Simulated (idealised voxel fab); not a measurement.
The name of this process module is voxel transistor to metal.
200 nm wide, 5 nm square cells: that's cross-section cut.
Cross-section, as written here: a square-cell grid given band by band from the top down, where a band holds one or more rows of cells.
A band entry consists of two parts. The first gives the height of the band's top and the height of its bottom, in nm. The rest lists the band's materials from left to right, each with its width in nm. A single material labelled with the word "everywhere" fills the band from edge to edge, and the word "blank" marks empty space.
Heights from 0 (as-received wafer is one material below). Bottom band endless downward, as "from 0 down".
The width entry "30..40" should be interpreted row by row: the top row of cells in the band takes the first number, the bottom row takes the second number, and the change between adjacent rows is uniform throughout.
Basically "everything unchanged" means that step didn't change any cell in the cross-section.
Voids not open to the top, 8 cells minimum: see "Enclosed cavities". Written width x height at distance; distance is from the left edge; nm.
Note: text after step settings on the step line = simulator remark on that step.
Among the settings permitted on a step's line is "overlay nm"; applied to a step with a mask, it specifies the extent to which the mask lay to the right of its planned position, whereas a negative figure signifies a position to the left.
# The steps planned for the process are as follows
step 1: RECEIVE (material Si)
step 2: CONFORMAL_DEP (material SiO2; thk nm 5)
step 3: CONFORMAL_DEP (material SiN; thk nm 15)
step 4: MASKED_ETCH (tone cover; mask id ACTIVE; width nm 110; etch materials SiN; depth nm 15; overlay nm 0)
step 5: MASKED_ETCH (tone cover; mask id ACTIVE; width nm 110; etch materials SiO2; depth nm 5; overlay nm 0)
step 6: MASKED_ETCH (tone cover; mask id ACTIVE; width nm 110; etch materials Si; depth nm 30; overlay nm 0)
step 7: FILL_DEP (material SiO2; thk nm 15)
step 8: CMP (height nm 20)
step 9: SELECTIVE_ETCH (etch materials SiO2; depth nm 5)
step 10: STRIP (etch materials SiN)
step 11: SELECTIVE_ETCH (etch materials SiO2; depth nm 5)
step 12: OXIDIZE (depth nm 5)
step 13: DIRECTIONAL_DEP (material polySi; thk nm 20)
step 14: DIRECTIONAL_DEP (material SiCN; thk nm 10)
step 15: PATTERN (tone cover; mask id GATE; material resist; width nm 20; thk nm 20; overlay nm 0)
step 16: DIRECTIONAL_ETCH (etch materials SiCN; depth nm 20)
step 17: DIRECTIONAL_ETCH (etch materials polySi; depth nm 30)
step 18: STRIP (etch materials resist)
step 19: CONFORMAL_DEP (material SiN; thk nm 5)
step 20: DIRECTIONAL_ETCH (etch materials SiN; depth nm 5)
step 21: DIRECTIONAL_ETCH (etch materials SiO2; depth nm 5)
step 22: DIRECTIONAL_ETCH (etch materials Si; depth nm 10)
step 23: EPI (material SiGe; thk nm 10)
step 24: FILL_DEP (material SiO2; thk nm 10)
step 25: CMP (height nm 30)
step 26: DIRECTIONAL_DEP (material SiO2; thk nm 10)
step 27: MASKED_ETCH (tone open; mask id CONTACT; width nm 15; pitch nm 75; etch materials SiO2; depth nm 45; overlay nm 0)
step 28: CONFORMAL_DEP (material TiN; thk nm 5)
step 29: FILL_DEP (material W; thk nm 10)
step 30: CMP (height nm 40)
step 31: CONFORMAL_DEP (material SiCN; thk nm 5)
step 32: DIRECTIONAL_DEP (material lowk; thk nm 20)
step 33: MASKED_ETCH (tone open; mask id METAL_1; width nm 15; pitch nm 75; etch materials lowk; depth nm 20; overlay nm 0)
step 34: MASKED_ETCH (tone open; mask id METAL_1; width nm 15; pitch nm 75; etch materials SiCN; depth nm 5; overlay nm 0)
step 35: CONFORMAL_DEP (material TiN; thk nm 5)
step 36: FILL_DEP (material Cu; thk nm 5)
step 37: CMP (height nm 65)
step 38: EPI (material Ru; thk nm 5)
step 39: FILL_DEP (material SiCN; thk nm 5)
# Incoming wafer in cross-section (state: after step 1)
- from 0 down = Si everywhere
- Enclosed cavities: none
# Result of the module, cross-sectioned: start per above, plan per above, one error in how it was run
- from 75 to 70 = SiCN everywhere
- from 70 to 65 = SiCN=50; Ru=25; SiCN=50; Ru=25; SiCN=50
- from 65 to 45 = lowk=55; TiN=5; Cu=5; TiN=5; lowk=60; TiN=5; Cu=5; TiN=5; lowk=55
- from 45 to 40 = SiCN=55; TiN=15; SiCN=60; TiN=15; SiCN=55
- from 40 to 35 = SiO2=55; TiN=5; W=5; TiN=5; SiO2=60; TiN=5; W=5; TiN=5; SiO2=55
- from 35 to 30 = SiO2=55; TiN=15; SiO2=60; TiN=15; SiO2=55
- from 30 to 20 = polySi=40; SiCN=50; SiN=5; SiO2=10; SiN=5; SiCN=50; polySi=40
- from 20 to 10 = polySi=90; SiN=5; SiO2=10; SiN=5; polySi=90
- from 10 to 5 = SiO2=40; polySi=50; SiN=5; SiO2=10; SiN=5; polySi=50; SiO2=40
- from 5 to 0 = SiO2=40; polySi=50; SiN=5; SiGe=10; SiN=5; polySi=50; SiO2=40
- from 0 to -5 = SiO2=95; SiGe=10; SiO2=95
- from -5 to -15 = SiO2=45; Si=50; SiGe=10; Si=50; SiO2=45
- from -15 to -30 = SiO2=45; Si=110; SiO2=45
- from -30 down = Si everywhere
- Enclosed cavities: none
The mistake made against the process plan was this: step 15 changed vs plan, executed as PATTERN (tone open; mask id GATE; material resist; width nm 20; thk nm 20; overlay nm 0)
